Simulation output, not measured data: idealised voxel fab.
The process module presented herein is designated voxel wiring stack.
For reference, the cross-section in this document is cut, with width 260 nm and square cells of 5 nm.
Heads up, the way a cross-section reads in here is a grid of square cells, handed over as bands from the top down, with every band being one or more rows of cells. The entry gives the band's vertical extent as a top height and a bottom height in nm, then its horizontal make-up as materials from left to right, each with a width in nm. "air" stands for empty space; a single material marked "edge to edge" fills the band edge to edge. Where do heights start? At 0: under that level the wafer as delivered is made of one material only. And the lowest band has no floor; it just carries on downward, as in "0 down". Think of "30..40" as a width that walks from the first number to the second as you go down the band, top row to bottom row, taking equal-sized steps from row to row. No cell of the cross-section changed in a step that is given as "nothing changed". So "Fully closed voids" is basically the list of trapped voids: any empty space of 8 cells or more that can't reach the top through an opening. They're written width x height at distance, the distance being from the left edge, and it's all nm. Where a step's line continues beyond its settings, the continuation is a remark by the simulator itself on that step. overlay nm, on a step with a mask: how far to the right of its planned place the mask lay; to the left if negative. In what follows, pairs of cross-sections are presented, each taken before and after one process step, with the after cross-section shown only down to the lowest band that was altered; the step, together with its settings, is stated below the pair. The pairs may stem from different runs of this module on the same starting wafer; accordingly, a pair should be taken as continuing from the one above it solely where its entry headed "State before step" indicates as much.
### State before step
	0 down  Si edge to edge
	Fully closed voids: none
### Post-Step Section View
	15 to 0  SiO2 edge to edge
	below 0: unchanged
	Fully closed voids: none
As a process note, the step between the before and after cross-sections shown above is CONFORMAL_DEP | material SiO2 | thk nm 15
State before step: it's just the after picture from the pair right above this one.
### Post-Step Section View
	20 to 15  TiN edge to edge
	below 15: unchanged
	Fully closed voids: none
As a process note, the step between the before and after cross-sections shown above is DIRECTIONAL_DEP | material TiN | thk nm 5
State before step: it's just the after picture from the pair right above this one.
### Post-Step Section View
	45 to 20  Ru edge to edge
	below 20: unchanged
	Fully closed voids: none
As a process note, the step between the before and after cross-sections shown above is DIRECTIONAL_DEP | material Ru | thk nm 25
State before step: it's just the after picture from the pair right above this one.
### Post-Step Section View
	65 to 45  air 95 nm, then resist 20 nm, then air 30 nm, then resist 20 nm, then air 95 nm
	below 45: unchanged
	Fully closed voids: none
As a process note, the step between the before and after cross-sections shown above is PATTERN | tone cover | mask id METAL_1 | material resist | width nm 20 | pitch nm 50 | thk nm 20 | overlay nm 0
State before step: it's just the after picture from the pair right above this one.
### Post-Step Section View
	65 to 45  air 95 nm, then resist 20 nm, then air 30 nm, then resist 20 nm, then air 95 nm
	45 to 20  air 95 nm, then Ru 20 nm, then air 30 nm, then Ru 20 nm, then air 95 nm
	below 20: unchanged
	Fully closed voids: none
As a process note, the step between the before and after cross-sections shown above is DIRECTIONAL_ETCH | etch materials Ru | depth nm 25
State before step: it's just the after picture from the pair right above this one.
### Post-Step Section View
	65 to 45  air 95 nm, then resist 20 nm, then air 30 nm, then resist 20 nm, then air 95 nm
	45 to 20  air 95 nm, then Ru 20 nm, then air 30 nm, then Ru 20 nm, then air 95 nm
	20 to 15  air 95 nm, then TiN 20 nm, then air 30 nm, then TiN 20 nm, then air 95 nm
	below 15: unchanged
	Fully closed voids: none
As a process note, the step between the before and after cross-sections shown above is DIRECTIONAL_ETCH | etch materials TiN | depth nm 5
State before step: it's just the after picture from the pair right above this one.
### Post-Step Section View
	45 to 20  air 95 nm, then Ru 20 nm, then air 30 nm, then Ru 20 nm, then air 95 nm
	below 20: unchanged
	Fully closed voids: none
As a process note, the step between the before and after cross-sections shown above is STRIP | etch materials resist
State before step: it's just the after picture from the pair right above this one.
### Post-Step Section View
	55 to 45  lowk edge to edge
	45 to 20  lowk 95 nm, then Ru 20 nm, then lowk 30 nm, then Ru 20 nm, then lowk 95 nm
	20 to 15  lowk 95 nm, then TiN 20 nm, then lowk 30 nm, then TiN 20 nm, then lowk 95 nm
	below 15: unchanged
	Fully closed voids: none
As a process note, the step between the before and after cross-sections shown above is FILL_DEP | material lowk | thk nm 10
State before step: it's just the after picture from the pair right above this one.
### Post-Step Section View
	45 to 20  lowk 95 nm, then Ru 20 nm, then lowk 30 nm, then Ru 20 nm, then lowk 95 nm
	below 20: unchanged
	Fully closed voids: none
As a process note, the step between the before and after cross-sections shown above is CMP | height nm 45
State before step: it's just the after picture from the pair right above this one.
### Post-Step Section View
	50 to 45  SiCN edge to edge
	below 45: unchanged
	Fully closed voids: none
As a process note, the step between the before and after cross-sections shown above is CONFORMAL_DEP | material SiCN | thk nm 5
State before step: it's just the after picture from the pair right above this one.
### Post-Step Section View
	75 to 50  lowk edge to edge
	below 50: unchanged
	Fully closed voids: none
As a process note, the step between the before and after cross-sections shown above is DIRECTIONAL_DEP | material lowk | thk nm 25
State before step: it's just the after picture from the pair right above this one.
### Post-Step Section View
	90 to 75  aC edge to edge
	below 75: unchanged
	Fully closed voids: none
As a process note, the step between the before and after cross-sections shown above is DIRECTIONAL_DEP | material aC | thk nm 15
State before step: it's just the after picture from the pair right above this one.
### Post-Step Section View
	125 to 90  resist 95 nm, then air 15 nm, then resist 150 nm
	below 90: unchanged
	Fully closed voids: none
As a process note, the step between the before and after cross-sections shown above is PATTERN | tone open | mask id METAL_2_HOLES | material resist | width nm 15 | thk nm 35 | overlay nm 0
State before step: it's just the after picture from the pair right above this one.
### Post-Step Section View
	110 to 90  resist 95 nm, then air 15 nm, then resist 150 nm
	90 to 75  aC 95 nm, then air 15 nm, then aC 150 nm
	below 75: unchanged
	Fully closed voids: none
As a process note, the step between the before and after cross-sections shown above is DIRECTIONAL_ETCH | etch materials aC | depth nm 15
State before step: it's just the after picture from the pair right above this one.
### Post-Step Section View
	90 to 75  aC 95 nm, then air 15 nm, then aC 150 nm
	below 75: unchanged
	Fully closed voids: none
As a process note, the step between the before and after cross-sections shown above is STRIP | etch materials resist
State before step: it's just the after picture from the pair right above this one.
### Post-Step Section View
	90 to 75  aC 95 nm, then air 15 nm, then aC 150 nm
	75 to 50  lowk 95 nm, then air 15 nm, then lowk 150 nm
	below 50: unchanged
	Fully closed voids: none
As a process note, the step between the before and after cross-sections shown above is DIRECTIONAL_ETCH | etch materials lowk | depth nm 25
State before step: it's just the after picture from the pair right above this one.
### Post-Step Section View
	75 to 50  lowk 95 nm, then air 15 nm, then lowk 150 nm
	below 50: unchanged
	Fully closed voids: none
As a process note, the step between the before and after cross-sections shown above is STRIP | etch materials aC
State before step: it's just the after picture from the pair right above this one.
### Post-Step Section View
	90 to 75  resist 95 nm, then air 20 nm, then resist 30 nm, then air 20 nm, then resist 95 nm
	below 75: unchanged
	Fully closed voids: none
As a process note, the step between the before and after cross-sections shown above is PATTERN | tone open | mask id METAL_2 | material resist | width nm 20 | pitch nm 50 | thk nm 15 | overlay nm 0
State before step: it's just the after picture from the pair right above this one.
### Post-Step Section View
	90 to 75  resist 95 nm, then air 20 nm, then resist 30 nm, then air 20 nm, then resist 95 nm
	75 to 60  lowk 95 nm, then air 20 nm, then lowk 30 nm, then air 20 nm, then lowk 95 nm
	below 60: unchanged
	Fully closed voids: none
As a process note, the step between the before and after cross-sections shown above is DIRECTIONAL_ETCH | etch materials lowk | depth nm 15
State before step: it's just the after picture from the pair right above this one.
### Post-Step Section View
	90 to 75  resist 95 nm, then air 20 nm, then resist 30 nm, then air 20 nm, then resist 95 nm
	75 to 60  lowk 95 nm, then air 20 nm, then lowk 30 nm, then air 20 nm, then lowk 95 nm
	60 to 50  lowk 95 nm, then air 15 nm, then lowk 150 nm
	50 to 45  SiCN 95 nm, then air 15 nm, then SiCN 150 nm
	below 45: unchanged
	Fully closed voids: none
As a process note, the step between the before and after cross-sections shown above is DIRECTIONAL_ETCH | etch materials SiCN | depth nm 5
State before step: it's just the after picture from the pair right above this one.
### Post-Step Section View
	75 to 60  lowk 95 nm, then air 20 nm, then lowk 30 nm, then air 20 nm, then lowk 95 nm
	below 60: unchanged
	Fully closed voids: none
As a process note, the step between the before and after cross-sections shown above is STRIP | etch materials resist
State before step: it's just the after picture from the pair right above this one.
### Post-Step Section View
	80 to 75  TiN 100 nm, then air 10 nm, then TiN 40 nm, then air 10 nm, then TiN 100 nm
	75 to 65  lowk 95 nm, then TiN 5 nm, then air 10 nm, then TiN 5 nm, then lowk 30 nm, then TiN 5 nm, then air 10 nm, then TiN 5 nm, then lowk 95 nm
	65 to 60  lowk 95 nm, then TiN 5 nm, then air 5 nm, then TiN 10 nm, then lowk 30 nm, then TiN 20 nm, then lowk 95 nm
	60 to 50  lowk 95 nm, then TiN 5 nm, then air 5 nm, then TiN 5 nm, then lowk 150 nm
	50 to 45  SiCN 95 nm, then TiN 15 nm, then SiCN 150 nm
	below 45: unchanged
	Fully closed voids: none
As a process note, the step between the before and after cross-sections shown above is CONFORMAL_DEP | material TiN | thk nm 5
State before step: it's just the after picture from the pair right above this one.
### Post-Step Section View
	85 to 80  Cu edge to edge
	80 to 75  TiN 100 nm, then Cu 10 nm, then TiN 40 nm, then Cu 10 nm, then TiN 100 nm
	75 to 65  lowk 95 nm, then TiN 5 nm, then Cu 10 nm, then TiN 5 nm, then lowk 30 nm, then TiN 5 nm, then Cu 10 nm, then TiN 5 nm, then lowk 95 nm
	65 to 60  lowk 95 nm, then TiN 5 nm, then Cu 5 nm, then TiN 10 nm, then lowk 30 nm, then TiN 20 nm, then lowk 95 nm
	60 to 50  lowk 95 nm, then TiN 5 nm, then Cu 5 nm, then TiN 5 nm, then lowk 150 nm
	below 50: unchanged
	Fully closed voids: none
As a process note, the step between the before and after cross-sections shown above is FILL_DEP | material Cu | thk nm 5
State before step: it's just the after picture from the pair right above this one.
### Post-Step Section View
	75 to 65  lowk 95 nm, then TiN 5 nm, then Cu 10 nm, then TiN 5 nm, then lowk 30 nm, then TiN 5 nm, then Cu 10 nm, then TiN 5 nm, then lowk 95 nm
	below 65: unchanged
	Fully closed voids: none
As a process note, the step between the before and after cross-sections shown above is CMP | height nm 75
State before step: it's just the after picture from the pair right above this one.
### Post-Step Section View
	80 to 75  SiCN edge to edge
	below 75: unchanged
	Fully closed voids: none
As a process note, the step between the before and after cross-sections shown above is CONFORMAL_DEP | material SiCN | thk nm 5
State before step: it's just the after picture from the pair right above this one.
### Post-Step Section View
	110 to 80  SiO2 edge to edge
	below 80: unchanged
	Fully closed voids: none
As a process note, the step between the before and after cross-sections shown above is DIRECTIONAL_DEP | material SiO2 | thk nm 30
State before step: it's just the after picture from the pair right above this one.
### Post-Step Section View
	125 to 110  aC edge to edge
	below 110: unchanged
	Fully closed voids: none
As a process note, the step between the before and after cross-sections shown above is DIRECTIONAL_DEP | material aC | thk nm 15
State before step: it's just the after picture from the pair right above this one.
### Post-Step Section View
	160 to 125  resist 95 nm, then air 15 nm, then resist 150 nm
	below 125: unchanged
	Fully closed voids: none
As a process note, the step between the before and after cross-sections shown above is PATTERN | tone open | mask id METAL_3_HOLES | material resist | width nm 15 | thk nm 35 | overlay nm 0
State before step: it's just the after picture from the pair right above this one.
### Post-Step Section View
	145 to 125  resist 95 nm, then air 15 nm, then resist 150 nm
	125 to 110  aC 95 nm, then air 15 nm, then aC 150 nm
	below 110: unchanged
	Fully closed voids: none
As a process note, the step between the before and after cross-sections shown above is DIRECTIONAL_ETCH | etch materials aC | depth nm 15
State before step: it's just the after picture from the pair right above this one.
### Post-Step Section View
	125 to 110  aC 95 nm, then air 15 nm, then aC 150 nm
	below 110: unchanged
	Fully closed voids: none
As a process note, the step between the before and after cross-sections shown above is STRIP | etch materials resist
State before step: it's just the after picture from the pair right above this one.
### Post-Step Section View
	125 to 110  aC 95 nm, then air 15 nm, then aC 150 nm
	110 to 80  SiO2 95 nm, then air 15 nm, then SiO2 150 nm
	below 80: unchanged
	Fully closed voids: none
As a process note, the step between the before and after cross-sections shown above is DIRECTIONAL_ETCH | etch materials SiO2 | depth nm 30
State before step: it's just the after picture from the pair right above this one.
### Post-Step Section View
	110 to 80  SiO2 95 nm, then air 15 nm, then SiO2 150 nm
	below 80: unchanged
	Fully closed voids: none
As a process note, the step between the before and after cross-sections shown above is STRIP | etch materials aC
State before step: it's just the after picture from the pair right above this one.
### Post-Step Section View
	120 to 110  aC 95 nm, then air 15 nm, then aC 150 nm
	110 to 90  SiO2 95 nm, then air 15 nm, then SiO2 150 nm
	90 to 80  SiO2 95 nm, then aC 15 nm, then SiO2 150 nm
	below 80: unchanged
	Fully closed voids: none
As a process note, the step between the before and after cross-sections shown above is DIRECTIONAL_DEP | material aC | thk nm 10
State before step: it's just the after picture from the pair right above this one.
### Post-Step Section View
	150 to 120  resist 95 nm, then air 20 nm, then resist 30 nm, then air 20 nm, then resist 95 nm
	below 120: unchanged
	Fully closed voids: none
As a process note, the step between the before and after cross-sections shown above is PATTERN | tone open | mask id METAL_3 | material resist | width nm 20 | pitch nm 50 | thk nm 30 | overlay nm 0
State before step: it's just the after picture from the pair right above this one.
### Post-Step Section View
	140 to 120  resist 95 nm, then air 20 nm, then resist 30 nm, then air 20 nm, then resist 95 nm
	120 to 110  aC 95 nm, then air 20 nm, then aC 30 nm, then air 20 nm, then aC 95 nm
	110 to 80  SiO2 95 nm, then air 15 nm, then SiO2 150 nm
	below 80: unchanged
	Fully closed voids: none
As a process note, the step between the before and after cross-sections shown above is DIRECTIONAL_ETCH | etch materials aC | depth nm 10
State before step: it's just the after picture from the pair right above this one.
### Post-Step Section View
	120 to 110  aC 95 nm, then air 20 nm, then aC 30 nm, then air 20 nm, then aC 95 nm
	below 110: unchanged
	Fully closed voids: none
As a process note, the step between the before and after cross-sections shown above is STRIP | etch materials resist
State before step: it's just the after picture from the pair right above this one.
### Post-Step Section View
	120 to 110  aC 95 nm, then air 20 nm, then aC 30 nm, then air 20 nm, then aC 95 nm
	110 to 95  SiO2 95 nm, then air 20 nm, then SiO2 30 nm, then air 20 nm, then SiO2 95 nm
	below 95: unchanged
	Fully closed voids: none
As a process note, the step between the before and after cross-sections shown above is DIRECTIONAL_ETCH | etch materials SiO2 | depth nm 15
State before step: it's just the after picture from the pair right above this one.
### Post-Step Section View
	120 to 110  aC 95 nm, then air 20 nm, then aC 30 nm, then air 20 nm, then aC 95 nm
	110 to 95  SiO2 95 nm, then air 20 nm, then SiO2 30 nm, then air 20 nm, then SiO2 95 nm
	95 to 80  SiO2 95 nm, then air 15 nm, then SiO2 150 nm
	80 to 75  SiCN 95 nm, then air 15 nm, then SiCN 150 nm
	below 75: unchanged
	Fully closed voids: none
As a process note, the step between the before and after cross-sections shown above is DIRECTIONAL_ETCH | etch materials SiCN | depth nm 5
State before step: it's just the after picture from the pair right above this one.
### Post-Step Section View
	110 to 95  SiO2 95 nm, then air 20 nm, then SiO2 30 nm, then air 20 nm, then SiO2 95 nm
	below 95: unchanged
	Fully closed voids: none
As a process note, the step between the before and after cross-sections shown above is STRIP | etch materials aC
State before step: it's just the after picture from the pair right above this one.
### Post-Step Section View
	115 to 110  TiN 100 nm, then air 10 nm, then TiN 40 nm, then air 10 nm, then TiN 100 nm
	110 to 100  SiO2 95 nm, then TiN 5 nm, then air 10 nm, then TiN 5 nm, then SiO2 30 nm, then TiN 5 nm, then air 10 nm, then TiN 5 nm, then SiO2 95 nm
	100 to 95  SiO2 95 nm, then TiN 5 nm, then air 5 nm, then TiN 10 nm, then SiO2 30 nm, then TiN 20 nm, then SiO2 95 nm
	95 to 80  SiO2 95 nm, then TiN 5 nm, then air 5 nm, then TiN 5 nm, then SiO2 150 nm
	80 to 75  SiCN 95 nm, then TiN 15 nm, then SiCN 150 nm
	below 75: unchanged
	Fully closed voids: none
As a process note, the step between the before and after cross-sections shown above is CONFORMAL_DEP | material TiN | thk nm 5
State before step: it's just the after picture from the pair right above this one.
### Post-Step Section View
	125 to 115  Cu edge to edge
	115 to 110  TiN 100 nm, then Cu 10 nm, then TiN 40 nm, then Cu 10 nm, then TiN 100 nm
	110 to 100  SiO2 95 nm, then TiN 5 nm, then Cu 10 nm, then TiN 5 nm, then SiO2 30 nm, then TiN 5 nm, then Cu 10 nm, then TiN 5 nm, then SiO2 95 nm
	100 to 95  SiO2 95 nm, then TiN 5 nm, then Cu 5 nm, then TiN 10 nm, then SiO2 30 nm, then TiN 20 nm, then SiO2 95 nm
	95 to 80  SiO2 95 nm, then TiN 5 nm, then Cu 5 nm, then TiN 5 nm, then SiO2 150 nm
	below 80: unchanged
	Fully closed voids: none
As a process note, the step between the before and after cross-sections shown above is FILL_DEP | material Cu | thk nm 10
State before step: it's just the after picture from the pair right above this one.
### Post-Step Section View
	110 to 100  SiO2 95 nm, then TiN 5 nm, then Cu 10 nm, then TiN 5 nm, then SiO2 30 nm, then TiN 5 nm, then Cu 10 nm, then TiN 5 nm, then SiO2 95 nm
	below 100: unchanged
	Fully closed voids: none
As a process note, the step between the before and after cross-sections shown above is CMP | height nm 110
State before step: it's just the after picture from the pair right above this one.
### Post-Step Section View
	115 to 110  SiCN edge to edge
	below 110: unchanged
	Fully closed voids: none
As a process note, the step between the before and after cross-sections shown above is CONFORMAL_DEP | material SiCN | thk nm 5
State before step: it's just the after picture from the pair right above this one.
### Post-Step Section View
	130 to 115  lowk edge to edge
	below 115: unchanged
	Fully closed voids: none
As a process note, the step between the before and after cross-sections shown above is DIRECTIONAL_DEP | material lowk | thk nm 15
State before step: it's just the after picture from the pair right above this one.
### Post-Step Section View
	130 to 115  lowk 95 nm, then air 15 nm, then lowk 150 nm
	below 115: unchanged
	Fully closed voids: none
As a process note, the step between the before and after cross-sections shown above is MASKED_ETCH | tone open | mask id PLUG_3 | width nm 15 | etch materials lowk | depth nm 15 | overlay nm 0
State before step: it's just the after picture from the pair right above this one.
### Post-Step Section View
	130 to 115  lowk 95 nm, then air 15 nm, then lowk 150 nm
	115 to 110  SiCN 95 nm, then air 15 nm, then SiCN 150 nm
	below 110: unchanged
	Fully closed voids: none
As a process note, the step between the before and after cross-sections shown above is MASKED_ETCH | tone open | mask id PLUG_3 | width nm 15 | etch materials SiCN | depth nm 5 | overlay nm 0
State before step: it's just the after picture from the pair right above this one.
### Post-Step Section View
	130 to 120  lowk 95 nm, then air 15 nm, then lowk 150 nm
	120 to 115  lowk 95 nm, then Ru 15 nm, then lowk 150 nm
	115 to 110  SiCN 95 nm, then Ru 15 nm, then SiCN 150 nm
	below 110: unchanged
	Fully closed voids: none
As a process note, the step between the before and after cross-sections shown above is EPI | material Ru | thk nm 10
State before step: it's just the after picture from the pair right above this one.
### Post-Step Section View
	130 to 115  lowk 95 nm, then Ru 15 nm, then lowk 150 nm
	below 115: unchanged
	Fully closed voids: none
As a process note, the step between the before and after cross-sections shown above is EPI | material Ru | thk nm 10
State before step: it's just the after picture from the pair right above this one.
### Post-Step Section View
	135 to 130  TiN edge to edge
	below 130: unchanged
	Fully closed voids: none
As a process note, the step between the before and after cross-sections shown above is DIRECTIONAL_DEP | material TiN | thk nm 5
State before step: it's just the after picture from the pair right above this one.
### Post-Step Section View
	150 to 135  Ru edge to edge
	below 135: unchanged
	Fully closed voids: none
As a process note, the step between the before and after cross-sections shown above is DIRECTIONAL_DEP | material Ru | thk nm 15
State before step: it's just the after picture from the pair right above this one.
### Post-Step Section View
	165 to 150  aC edge to edge
	below 150: unchanged
	Fully closed voids: none
As a process note, the step between the before and after cross-sections shown above is DIRECTIONAL_DEP | material aC | thk nm 15
State before step: it's just the after picture from the pair right above this one.
### Post-Step Section View
	200 to 165  air 95 nm, then resist 20 nm, then air 30 nm, then resist 20 nm, then air 95 nm
	below 165: unchanged
	Fully closed voids: none
As a process note, the step between the before and after cross-sections shown above is PATTERN | tone cover | mask id METAL_4 | material resist | width nm 20 | pitch nm 50 | thk nm 35 | overlay nm 0
State before step: it's just the after picture from the pair right above this one.
### Post-Step Section View
	185 to 165  air 95 nm, then resist 20 nm, then air 30 nm, then resist 20 nm, then air 95 nm
	165 to 150  air 95 nm, then aC 20 nm, then air 30 nm, then aC 20 nm, then air 95 nm
	below 150: unchanged
	Fully closed voids: none
As a process note, the step between the before and after cross-sections shown above is DIRECTIONAL_ETCH | etch materials aC | depth nm 15
State before step: it's just the after picture from the pair right above this one.
### Post-Step Section View
	165 to 150  air 95 nm, then aC 20 nm, then air 30 nm, then aC 20 nm, then air 95 nm
	below 150: unchanged
	Fully closed voids: none
As a process note, the step between the before and after cross-sections shown above is STRIP | etch materials resist
State before step: it's just the after picture from the pair right above this one.
### Post-Step Section View
	165 to 150  air 95 nm, then aC 20 nm, then air 30 nm, then aC 20 nm, then air 95 nm
	150 to 135  air 95 nm, then Ru 20 nm, then air 30 nm, then Ru 20 nm, then air 95 nm
	below 135: unchanged
	Fully closed voids: none
As a process note, the step between the before and after cross-sections shown above is DIRECTIONAL_ETCH | etch materials Ru | depth nm 15
State before step: it's just the after picture from the pair right above this one.
### Post-Step Section View
	165 to 150  air 95 nm, then aC 20 nm, then air 30 nm, then aC 20 nm, then air 95 nm
	150 to 135  air 95 nm, then Ru 20 nm, then air 30 nm, then Ru 20 nm, then air 95 nm
	135 to 130  air 95 nm, then TiN 20 nm, then air 30 nm, then TiN 20 nm, then air 95 nm
	below 130: unchanged
	Fully closed voids: none
As a process note, the step between the before and after cross-sections shown above is DIRECTIONAL_ETCH | etch materials TiN | depth nm 5
State before step: it's just the after picture from the pair right above this one.
### Post-Step Section View
	150 to 135  air 95 nm, then Ru 20 nm, then air 30 nm, then Ru 20 nm, then air 95 nm
	below 135: unchanged
	Fully closed voids: none
As a process note, the step between the before and after cross-sections shown above is STRIP | etch materials aC
State before step: it's just the after picture from the pair right above this one.
### Post-Step Section View
	155 to 150  lowk edge to edge
	150 to 135  lowk 95 nm, then Ru 20 nm, then lowk 30 nm, then Ru 20 nm, then lowk 95 nm
	135 to 130  lowk 95 nm, then TiN 20 nm, then lowk 30 nm, then TiN 20 nm, then lowk 95 nm
	below 130: unchanged
	Fully closed voids: none
As a process note, the step between the before and after cross-sections shown above is FILL_DEP | material lowk | thk nm 5
State before step: it's just the after picture from the pair right above this one.
### Post-Step Section View
	150 to 135  lowk 95 nm, then Ru 20 nm, then lowk 30 nm, then Ru 20 nm, then lowk 95 nm
	below 135: unchanged
	Fully closed voids: none
As a process note, the step between the before and after cross-sections shown above is CMP | height nm 150
State before step: it's just the after picture from the pair right above this one.
### Post-Step Section View
	155 to 150  SiN edge to edge
	below 150: unchanged
	Fully closed voids: none
As a process note, the step between the before and after cross-sections shown above is CONFORMAL_DEP | material SiN | thk nm 5
### State before step
	15 to 0  SiO2 edge to edge
	0 down  Si edge to edge
	Fully closed voids: none
### Post-Step Section View
	40 to 15  Ru edge to edge
	below 15: unchanged
	Fully closed voids: none
As a process note, the step between the before and after cross-sections shown above is DIRECTIONAL_DEP | material Ru | thk nm 25
State before step: it's just the after picture from the pair right above this one.
### Post-Step Section View
	60 to 40  air 95 nm, then resist 20 nm, then air 30 nm, then resist 20 nm, then air 95 nm
	below 40: unchanged
	Fully closed voids: none
As a process note, the step between the before and after cross-sections shown above is PATTERN | tone cover | mask id METAL_1 | material resist | width nm 20 | pitch nm 50 | thk nm 20 | overlay nm 0
State before step: it's just the after picture from the pair right above this one.
### Post-Step Section View
	60 to 40  air 95 nm, then resist 20 nm, then air 30 nm, then resist 20 nm, then air 95 nm
	40 to 15  air 95 nm, then Ru 20 nm, then air 30 nm, then Ru 20 nm, then air 95 nm
	below 15: unchanged
	Fully closed voids: none
As a process note, the step between the before and after cross-sections shown above is DIRECTIONAL_ETCH | etch materials Ru | depth nm 25
State before step: it's just the after picture from the pair right above this one.
### Post-Step Section View
	40 to 15  air 95 nm, then Ru 20 nm, then air 30 nm, then Ru 20 nm, then air 95 nm
	below 15: unchanged
	Fully closed voids: none
As a process note, the step between the before and after cross-sections shown above is STRIP | etch materials resist
State before step: it's just the after picture from the pair right above this one.
### Post-Step Section View
	50 to 40  lowk edge to edge
	40 to 15  lowk 95 nm, then Ru 20 nm, then lowk 30 nm, then Ru 20 nm, then lowk 95 nm
	below 15: unchanged
	Fully closed voids: none
As a process note, the step between the before and after cross-sections shown above is FILL_DEP | material lowk | thk nm 10
State before step: it's just the after picture from the pair right above this one.
### Post-Step Section View
	45 to 40  lowk edge to edge
	below 40: unchanged
	Fully closed voids: none
As a process note, the step between the before and after cross-sections shown above is CMP | height nm 45
State before step: it's just the after picture from the pair right above this one.
### Post-Step Section View
	50 to 45  SiCN edge to edge
	below 45: unchanged
	Fully closed voids: none
As a process note, the step between the before and after cross-sections shown above is CONFORMAL_DEP | material SiCN | thk nm 5
State before step: it's just the after picture from the pair right above this one.
### Post-Step Section View
	75 to 50  lowk edge to edge
	below 50: unchanged
	Fully closed voids: none
As a process note, the step between the before and after cross-sections shown above is DIRECTIONAL_DEP | material lowk | thk nm 25
State before step: it's just the after picture from the pair right above this one.
### Post-Step Section View
	90 to 75  aC edge to edge
	below 75: unchanged
	Fully closed voids: none
As a process note, the step between the before and after cross-sections shown above is DIRECTIONAL_DEP | material aC | thk nm 15
State before step: it's just the after picture from the pair right above this one.
### Post-Step Section View
	125 to 90  resist 95 nm, then air 15 nm, then resist 150 nm
	below 90: unchanged
	Fully closed voids: none
As a process note, the step between the before and after cross-sections shown above is PATTERN | tone open | mask id METAL_2_HOLES | material resist | width nm 15 | thk nm 35 | overlay nm 0
State before step: it's just the after picture from the pair right above this one.
### Post-Step Section View
	110 to 90  resist 95 nm, then air 15 nm, then resist 150 nm
	90 to 75  aC 95 nm, then air 15 nm, then aC 150 nm
	below 75: unchanged
	Fully closed voids: none
As a process note, the step between the before and after cross-sections shown above is DIRECTIONAL_ETCH | etch materials aC | depth nm 15
State before step: it's just the after picture from the pair right above this one.
### Post-Step Section View
	90 to 75  aC 95 nm, then air 15 nm, then aC 150 nm
	below 75: unchanged
	Fully closed voids: none
As a process note, the step between the before and after cross-sections shown above is STRIP | etch materials resist
State before step: it's just the after picture from the pair right above this one.
### Post-Step Section View
	90 to 75  aC 95 nm, then air 15 nm, then aC 150 nm
	75 to 50  lowk 95 nm, then air 15 nm, then lowk 150 nm
	below 50: unchanged
	Fully closed voids: none
As a process note, the step between the before and after cross-sections shown above is DIRECTIONAL_ETCH | etch materials lowk | depth nm 25
State before step: it's just the after picture from the pair right above this one.
### Post-Step Section View
	75 to 50  lowk 95 nm, then air 15 nm, then lowk 150 nm
	below 50: unchanged
	Fully closed voids: none
As a process note, the step between the before and after cross-sections shown above is STRIP | etch materials aC
State before step: it's just the after picture from the pair right above this one.
### Post-Step Section View
	90 to 75  resist 95 nm, then air 20 nm, then resist 30 nm, then air 20 nm, then resist 95 nm
	below 75: unchanged
	Fully closed voids: none
As a process note, the step between the before and after cross-sections shown above is PATTERN | tone open | mask id METAL_2 | material resist | width nm 20 | pitch nm 50 | thk nm 15 | overlay nm 0
State before step: it's just the after picture from the pair right above this one.
### Post-Step Section View
	90 to 75  resist 95 nm, then air 20 nm, then resist 30 nm, then air 20 nm, then resist 95 nm
	75 to 60  lowk 95 nm, then air 20 nm, then lowk 30 nm, then air 20 nm, then lowk 95 nm
	below 60: unchanged
	Fully closed voids: none
As a process note, the step between the before and after cross-sections shown above is DIRECTIONAL_ETCH | etch materials lowk | depth nm 15
State before step: it's just the after picture from the pair right above this one.
### Post-Step Section View
	90 to 75  resist 95 nm, then air 20 nm, then resist 30 nm, then air 20 nm, then resist 95 nm
	75 to 60  lowk 95 nm, then air 20 nm, then lowk 30 nm, then air 20 nm, then lowk 95 nm
	60 to 50  lowk 95 nm, then air 15 nm, then lowk 150 nm
	50 to 45  SiCN 95 nm, then air 15 nm, then SiCN 150 nm
	below 45: unchanged
	Fully closed voids: none
As a process note, the step between the before and after cross-sections shown above is DIRECTIONAL_ETCH | etch materials SiCN | depth nm 5
State before step: it's just the after picture from the pair right above this one.
### Post-Step Section View
	75 to 60  lowk 95 nm, then air 20 nm, then lowk 30 nm, then air 20 nm, then lowk 95 nm
	below 60: unchanged
	Fully closed voids: none
As a process note, the step between the before and after cross-sections shown above is STRIP | etch materials resist
State before step: it's just the after picture from the pair right above this one.
### Post-Step Section View
	80 to 75  TiN 100 nm, then air 10 nm, then TiN 40 nm, then air 10 nm, then TiN 100 nm
	75 to 65  lowk 95 nm, then TiN 5 nm, then air 10 nm, then TiN 5 nm, then lowk 30 nm, then TiN 5 nm, then air 10 nm, then TiN 5 nm, then lowk 95 nm
	65 to 60  lowk 95 nm, then TiN 5 nm, then air 5 nm, then TiN 10 nm, then lowk 30 nm, then TiN 20 nm, then lowk 95 nm
	60 to 50  lowk 95 nm, then TiN 5 nm, then air 5 nm, then TiN 5 nm, then lowk 150 nm
	50 to 45  SiCN 95 nm, then TiN 15 nm, then SiCN 150 nm
	below 45: unchanged
	Fully closed voids: none
As a process note, the step between the before and after cross-sections shown above is CONFORMAL_DEP | material TiN | thk nm 5
State before step: it's just the after picture from the pair right above this one.
### Post-Step Section View
	85 to 80  Cu edge to edge
	80 to 75  TiN 100 nm, then Cu 10 nm, then TiN 40 nm, then Cu 10 nm, then TiN 100 nm
	75 to 65  lowk 95 nm, then TiN 5 nm, then Cu 10 nm, then TiN 5 nm, then lowk 30 nm, then TiN 5 nm, then Cu 10 nm, then TiN 5 nm, then lowk 95 nm
	65 to 60  lowk 95 nm, then TiN 5 nm, then Cu 5 nm, then TiN 10 nm, then lowk 30 nm, then TiN 20 nm, then lowk 95 nm
	60 to 50  lowk 95 nm, then TiN 5 nm, then Cu 5 nm, then TiN 5 nm, then lowk 150 nm
	below 50: unchanged
	Fully closed voids: none
As a process note, the step between the before and after cross-sections shown above is FILL_DEP | material Cu | thk nm 5
State before step: it's just the after picture from the pair right above this one.
### Post-Step Section View
	75 to 65  lowk 95 nm, then TiN 5 nm, then Cu 10 nm, then TiN 5 nm, then lowk 30 nm, then TiN 5 nm, then Cu 10 nm, then TiN 5 nm, then lowk 95 nm
	below 65: unchanged
	Fully closed voids: none
As a process note, the step between the before and after cross-sections shown above is CMP | height nm 75
State before step: it's just the after picture from the pair right above this one.
### Post-Step Section View
	80 to 75  SiCN edge to edge
	below 75: unchanged
	Fully closed voids: none
As a process note, the step between the before and after cross-sections shown above is CONFORMAL_DEP | material SiCN | thk nm 5
State before step: it's just the after picture from the pair right above this one.
### Post-Step Section View
	110 to 80  SiO2 edge to edge
	below 80: unchanged
	Fully closed voids: none
As a process note, the step between the before and after cross-sections shown above is DIRECTIONAL_DEP | material SiO2 | thk nm 30
